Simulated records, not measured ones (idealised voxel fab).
Name of the process module below: voxel tone inversion
Cross-section cut: width 295 nm, square cells of 5 nm.
Cross-section, as written here: a square-cell grid given band by band from the top down, where a band holds one or more rows of cells. What a band's entry tells you: where the top is and where the bottom is, as heights in nm, and after that what lies inside, material by material from left to right, each with its width in nm. Empty space is written as the word "blank", and a single material marked with the word "all across" occupies the band from edge to edge. Height reference: 0 = level under which incoming wafer is all one material. Lowest band: no bottom, runs on downward, e.g. "0 -> down". Width spec "30->40" -> top row of cells at first value, bottom row at second value, equal per-row change in between. "no change" for a step: no cell of the cross-section changed in that step. Closed empty spaces (no open way to the top) of 8 cells or more are what "Catalogued sealed voids" lists, each as width x height at distance from the left edge, nm for all three. Anything after a step's settings on that line? It's the simulator's own note about the step. overlay nm: mask offset rightward from planned place, masked step; negative means leftward offset.

Below is the list of planned process steps
1) RECEIVE with material Si
2) CONFORMAL_DEP with material SiCN, thk nm 5
3) DIRECTIONAL_DEP with material aC, thk nm 25
4) PATTERN with tone cover, mask id POSTS, material resist, width nm 25, pitch nm 40, thk nm 35, overlay nm 0
5) DIRECTIONAL_ETCH with etch materials aC, depth nm 25
6) STRIP with etch materials resist
7) FILL_DEP with material lowk, thk nm 5
8) CMP with height nm 30
9) STRIP with etch materials aC

Cross-section of the incoming wafer, state after step 1
- 0 -> down | Si all across
- Catalogued sealed voids: none

A wafer at the end: this start, this plan, one mistake
- 30 -> 25 | SiCN all across
- 25 -> 0 | aC all across
- 0 -> down | Si all across
- Catalogued sealed voids: none
Diagnosis: steps 2 and 3 swapped
